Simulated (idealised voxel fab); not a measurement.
Proc. module: voxel self aligned vias
Displayed cross-section: cut, width of 290 nm, square cells sized 5 nm.
Cross-section = grid of square cells, listed top down in bands; band = one or more rows.
For a band, the entry starts with two heights in nm, that of the top and then that of the bottom, and carries on with the band's materials in order from left to right, each alongside its width in nm; the word "full width" beside a single material means it fills the band edge to edge, and "air" means empty space.
Measure heights from 0. That's the level where, below it, the as-received wafer is all one material. The lowest band is bottomless and extends downward; write it as in "0 nm and below".
The width entry "30->40" should be interpreted row by row: the top row of cells in the band takes the first number, the bottom row takes the second number, and the change between adjacent rows is uniform throughout.
The cross-section has no changed cell in any step marked "no alteration".
In "Unvented internal voids" the enclosed voids are listed, meaning empty spaces of 8 cells or larger without any opening to the top. The form is width x height at distance, distance from the left edge, units nm.
Step line, after settings: the simulator's comment on this step.
overlay nm: on a step with a mask, how far right of its planned place the mask lay; negative means left.

**The following list gives the planned process steps**
1: op RECEIVE | material Si
2: op CONFORMAL_DEP | material SiO2 | thk nm 15
3: op CONFORMAL_DEP | material SiCN | thk nm 5
4: op DIRECTIONAL_DEP | material SiO2 | thk nm 20
5: op MASKED_ETCH | tone open | mask id LINES | width nm 25 | pitch nm 70 | etch materials SiO2 | depth nm 20 | overlay nm 0
6: op CONFORMAL_DEP | material TiN | thk nm 5
7: op FILL_DEP | material Ru | thk nm 10
8: op CMP | height nm 40
9: op SELECTIVE_ETCH | etch materials W Ru TiN | depth nm 10
10: op FILL_DEP | material SiN | thk nm 5
11: op CMP | height nm 40
12: op DIRECTIONAL_DEP | material SiO2 | thk nm 20
13: op PATTERN | tone open | mask id VIAS | material resist | width nm 45 | thk nm 20 | overlay nm 0
14: op DIRECTIONAL_ETCH | etch materials SiO2 | depth nm 20
15: op DIRECTIONAL_ETCH | etch materials SiN | depth nm 10
16: op STRIP | etch materials resist
17: op CONFORMAL_DEP | material TiN | thk nm 5
18: op FILL_DEP | material W | thk nm 5
19: op CMP | height nm 60
20: op CONFORMAL_DEP | material SiN | thk nm 5

**The cross-section here shows the wafer as received, i.e. in its state after step 1**
> 0 nm and below = Si full width
> Unvented internal voids: none

**The first of the two wafers as seen in cross-section once the module was finished; processing followed the plan**
> 65 nm to 60 nm = SiN full width
> 60 nm to 45 nm = SiO2 85 / TiN 5 / W 35 / TiN 5 / SiO2 160
> 45 nm to 40 nm = SiO2 85 / TiN 15 / W 15 / TiN 15 / SiO2 160
> 40 nm to 35 nm = SiO2 95 / TiN 5 / W 15 / TiN 5 / SiO2 45 / SiN 25 / SiO2 100
> 35 nm to 30 nm = SiO2 95 / TiN 25 / SiO2 45 / SiN 25 / SiO2 100
> 30 nm to 25 nm = SiO2 95 / TiN 5 / Ru 15 / TiN 5 / SiO2 45 / TiN 5 / Ru 15 / TiN 5 / SiO2 100
> 25 nm to 20 nm = SiO2 95 / TiN 25 / SiO2 45 / TiN 25 / SiO2 100
> 20 nm to 15 nm = SiCN full width
> 15 nm to 0 nm = SiO2 full width
> 0 nm and below = Si full width
> Unvented internal voids: none

**Second wafer through the module, sectioned at the end: same beginning and same plan as the first wafer, with one mistake in carrying it out**
> 65 nm to 60 nm = SiN full width
> 60 nm to 45 nm = SiO2 95 / TiN 5 / W 35 / TiN 5 / SiO2 150
> 45 nm to 40 nm = SiO2 95 / TiN 5 / W 15 / TiN 25 / SiO2 150
> 40 nm to 35 nm = SiO2 95 / TiN 5 / W 15 / TiN 5 / SiO2 45 / SiN 25 / SiO2 100
> 35 nm to 30 nm = SiO2 95 / TiN 25 / SiO2 45 / SiN 25 / SiO2 100
> 30 nm to 25 nm = SiO2 95 / TiN 5 / Ru 15 / TiN 5 / SiO2 45 / TiN 5 / Ru 15 / TiN 5 / SiO2 100
> 25 nm to 20 nm = SiO2 95 / TiN 25 / SiO2 45 / TiN 25 / SiO2 100
> 20 nm to 15 nm = SiCN full width
> 15 nm to 0 nm = SiO2 full width
> 0 nm and below = Si full width
> Unvented internal voids: none
Short version of what went wrong: step 13 ran as: op PATTERN | tone open | mask id VIAS | material resist | width nm 45 | thk nm 20 | overlay nm 10
At the close, every material occupies the same number of cells on the second wafer as on the first, only in different positions.
